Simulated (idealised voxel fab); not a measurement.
The process module that follows is named voxel wiring stack.
Cross-section cut: width 280 nm, square cells of 5 nm.
Notation: cross-section as square-cell grid; stated in bands, top first, going down; one or more cell rows per band. This entry defines a band. It first specifies the height of the band's top and the height of its bottom in nm, and then specifies the band's materials from left to right, stating each material with its width in nm. The word "throughout" identifies a single material that fills the band from edge to edge, while the word "empty" identifies empty space. Heights are reckoned from 0. Under this level, the received wafer is all of one material. The bottommost band is open-ended downward, for example "0 -> down". A width such as "30 to 40" changes by the same amount from each row of cells to the next, from the band's top row to its bottom row. Step note "no change" = no cross-section cell changed. In the "Sealed-off cavities" entry, you get each enclosed empty space of 8 cells or more, one with no open way to the top, written width x height at distance, distance from the left edge, in nm. Step line, after settings: the simulator's comment on this step. A step's line can hold "overlay nm"; with a mask on that step, the setting says how far right of the planned place the mask lay, while a negative setting says it lay to the left.

## These are the steps we planned for the process
1: RECEIVE [material Si]
2: CONFORMAL_DEP [material SiO2] [thk nm 10]
3: DIRECTIONAL_DEP [material TiN] [thk nm 5]
4: DIRECTIONAL_DEP [material Ru] [thk nm 20]
5: PATTERN [tone cover] [mask id METAL_1] [material resist] [width nm 20] [pitch nm 40] [thk nm 20] [overlay nm 0]
6: DIRECTIONAL_ETCH [etch materials Ru] [depth nm 20]
7: DIRECTIONAL_ETCH [etch materials TiN] [depth nm 5]
8: STRIP [etch materials resist]
9: FILL_DEP [material SiO2] [thk nm 10]
10: CMP [height nm 35]
11: CONFORMAL_DEP [material SiCN] [thk nm 5]
12: DIRECTIONAL_DEP [material lowk] [thk nm 10]
13: MASKED_ETCH [tone open] [mask id PLUG_1] [width nm 15] [etch materials lowk] [depth nm 10] [overlay nm 0]
14: MASKED_ETCH [tone open] [mask id PLUG_1] [width nm 15] [etch materials SiCN] [depth nm 5] [overlay nm 0]
15: CONFORMAL_DEP [material TiN] [thk nm 5]
16: FILL_DEP [material Ru] [thk nm 10]
17: CMP [height nm 50]
18: CONFORMAL_DEP [material SiCN] [thk nm 5]
19: DIRECTIONAL_DEP [material SiO2] [thk nm 15]
20: MASKED_ETCH [tone open] [mask id METAL_2] [width nm 20] [pitch nm 40] [etch materials SiO2] [depth nm 15] [overlay nm 0]
21: MASKED_ETCH [tone open] [mask id METAL_2] [width nm 20] [pitch nm 40] [etch materials SiCN] [depth nm 5] [overlay nm 0]
22: CONFORMAL_DEP [material TiN] [thk nm 5]
23: FILL_DEP [material Ru] [thk nm 10]
24: CMP [height nm 70]
25: EPI [material Ru] [thk nm 5]
26: FILL_DEP [material SiCN] [thk nm 5]

## First wafer of two (run as planned)

## Cross-section, incoming material, after step 1
    0 -> down  Si throughout
    Sealed-off cavities: none

## Step 2 complete: cross-section through the wafer
    10 -> 0  SiO2 throughout
    Under the height 0 nothing was changed.

## Step 3 complete: cross-section through the wafer
    15 -> 10  TiN throughout
    Under the height 10 nothing was changed.

## Step 4 complete: cross-section through the wafer
    35 -> 15  Ru throughout
    Under the height 15 nothing was changed.

## Step 5 complete: cross-section through the wafer
    55 -> 35  empty=110 / resist=20 / empty=20 / resist=20 / empty=110
    Under the height 35 nothing was changed.

## Step 6 complete: cross-section through the wafer
    55 -> 35  empty=110 / resist=20 / empty=20 / resist=20 / empty=110
    35 -> 15  empty=110 / Ru=20 / empty=20 / Ru=20 / empty=110
    Under the height 15 nothing was changed.

## Step 7 complete: cross-section through the wafer
    55 -> 35  empty=110 / resist=20 / empty=20 / resist=20 / empty=110
    35 -> 15  empty=110 / Ru=20 / empty=20 / Ru=20 / empty=110
    15 -> 10  empty=110 / TiN=20 / empty=20 / TiN=20 / empty=110
    Under the height 10 nothing was changed.

## Step 8 complete: cross-section through the wafer
    35 -> 15  empty=110 / Ru=20 / empty=20 / Ru=20 / empty=110
    Under the height 15 nothing was changed.

## Step 9 complete: cross-section through the wafer
    45 -> 35  SiO2 throughout
    35 -> 15  SiO2=110 / Ru=20 / SiO2=20 / Ru=20 / SiO2=110
    15 -> 10  SiO2=110 / TiN=20 / SiO2=20 / TiN=20 / SiO2=110
    Under the height 10 nothing was changed.

## Step 10 complete: cross-section through the wafer
    35 -> 15  SiO2=110 / Ru=20 / SiO2=20 / Ru=20 / SiO2=110
    Under the height 15 nothing was changed.

## Step 11 complete: cross-section through the wafer
    40 -> 35  SiCN throughout
    Under the height 35 nothing was changed.

## Step 12 complete: cross-section through the wafer
    50 -> 40  lowk throughout
    Under the height 40 nothing was changed.

## Step 13 complete: cross-section through the wafer
    50 -> 40  lowk=110 / empty=15 / lowk=155
    Under the height 40 nothing was changed.

## Step 14 complete: cross-section through the wafer
    50 -> 40  lowk=110 / empty=15 / lowk=155
    40 -> 35  SiCN=110 / empty=15 / SiCN=155
    Under the height 35 nothing was changed.

## Step 15 complete: cross-section through the wafer
    55 -> 50  TiN=115 / empty=5 / TiN=160
    50 -> 40  lowk=110 / TiN=5 / empty=5 / TiN=5 / lowk=155
    40 -> 35  SiCN=110 / TiN=15 / SiCN=155
    Under the height 35 nothing was changed.

## Step 16 complete: cross-section through the wafer
    65 -> 55  Ru throughout
    55 -> 50  TiN=115 / Ru=5 / TiN=160
    50 -> 40  lowk=110 / TiN=5 / Ru=5 / TiN=5 / lowk=155
    Under the height 40 nothing was changed.

## Step 17 complete: cross-section through the wafer
    50 -> 40  lowk=110 / TiN=5 / Ru=5 / TiN=5 / lowk=155
    Under the height 40 nothing was changed.

## Step 18 complete: cross-section through the wafer
    55 -> 50  SiCN throughout
    Under the height 50 nothing was changed.

## Step 19 complete: cross-section through the wafer
    70 -> 55  SiO2 throughout
    Under the height 55 nothing was changed.

## Step 20 complete: cross-section through the wafer
    70 -> 55  SiO2=110 / empty=20 / SiO2=20 / empty=20 / SiO2=110
    Under the height 55 nothing was changed.

## Step 21 complete: cross-section through the wafer
    70 -> 55  SiO2=110 / empty=20 / SiO2=20 / empty=20 / SiO2=110
    55 -> 50  SiCN=110 / empty=20 / SiCN=20 / empty=20 / SiCN=110
    Under the height 50 nothing was changed.

## Step 22 complete: cross-section through the wafer
    75 -> 70  TiN=115 / empty=10 / TiN=30 / empty=10 / TiN=115
    70 -> 55  SiO2=110 / TiN=5 / empty=10 / TiN=5 / SiO2=20 / TiN=5 / empty=10 / TiN=5 / SiO2=110
    55 -> 50  SiCN=110 / TiN=20 / SiCN=20 / TiN=20 / SiCN=110
    Under the height 50 nothing was changed.

## Step 23 complete: cross-section through the wafer
    85 -> 75  Ru throughout
    75 -> 70  TiN=115 / Ru=10 / TiN=30 / Ru=10 / TiN=115
    70 -> 55  SiO2=110 / TiN=5 / Ru=10 / TiN=5 / SiO2=20 / TiN=5 / Ru=10 / TiN=5 / SiO2=110
    Under the height 55 nothing was changed.

## Step 24 complete: cross-section through the wafer
    70 -> 55  SiO2=110 / TiN=5 / Ru=10 / TiN=5 / SiO2=20 / TiN=5 / Ru=10 / TiN=5 / SiO2=110
    Under the height 55 nothing was changed.

## Step 25 complete: cross-section through the wafer
    75 -> 70  empty=105 / Ru=30 / empty=10 / Ru=30 / empty=105
    Under the height 70 nothing was changed.

## Step 26 complete: cross-section through the wafer
    80 -> 75  SiCN throughout
    75 -> 70  SiCN=105 / Ru=30 / SiCN=10 / Ru=30 / SiCN=105
    Under the height 70 nothing was changed.

## second wafer: like start, like plan, one mistake. Through step 19 it matches the first wafer

## Second wafer, cut view, end of step 20 per plan
    70 -> 55  SiO2=115 / empty=15 / SiO2=25 / empty=15 / SiO2=110
    Under the height 55 nothing was changed.

## Second wafer, cut view, end of step 21 per plan
    70 -> 55  SiO2=115 / empty=15 / SiO2=25 / empty=15 / SiO2=110
    55 -> 50  SiCN=115 / empty=15 / SiCN=25 / empty=15 / SiCN=110
    Under the height 50 nothing was changed.

## Second wafer, cut view, end of step 22 per plan
    75 -> 70  TiN=120 / empty=5 / TiN=35 / empty=5 / TiN=115
    70 -> 55  SiO2=115 / TiN=5 / empty=5 / TiN=5 / SiO2=25 / TiN=5 / empty=5 / TiN=5 / SiO2=110
    55 -> 50  SiCN=115 / TiN=15 / SiCN=25 / TiN=15 / SiCN=110
    Under the height 50 nothing was changed.

## Second wafer, cut view, end of step 23 per plan
    85 -> 75  Ru throughout
    75 -> 70  TiN=120 / Ru=5 / TiN=35 / Ru=5 / TiN=115
    70 -> 55  SiO2=115 / TiN=5 / Ru=5 / TiN=5 / SiO2=25 / TiN=5 / Ru=5 / TiN=5 / SiO2=110
    Under the height 55 nothing was changed.

## Second wafer, cut view, end of step 24 per plan
    70 -> 55  SiO2=115 / TiN=5 / Ru=5 / TiN=5 / SiO2=25 / TiN=5 / Ru=5 / TiN=5 / SiO2=110
    Under the height 55 nothing was changed.

## Second wafer, cut view, end of step 25 per plan
    75 -> 70  empty=110 / Ru=25 / empty=15 / Ru=25 / empty=105
    Under the height 70 nothing was changed.

## Second wafer, cut view, end of step 26 per plan
    80 -> 75  SiCN throughout
    75 -> 70  SiCN=110 / Ru=25 / SiCN=15 / Ru=25 / SiCN=105
    Under the height 70 nothing was changed.
Finding, execution versus plan: it should be noted that step 20 was executed with settings other than those planned, the operation and settings actually applied being MASKED_ETCH [tone open] [mask id METAL_2] [width nm 15] [pitch nm 40] [etch materials SiO2] [depth nm 15] [overlay nm 0]
FYI, end of process, the second wafer has more or fewer cells of some materials than the first: Ru: 8 fewer; SiCN: 4 more; SiO2: 6 more; TiN: 2 fewer
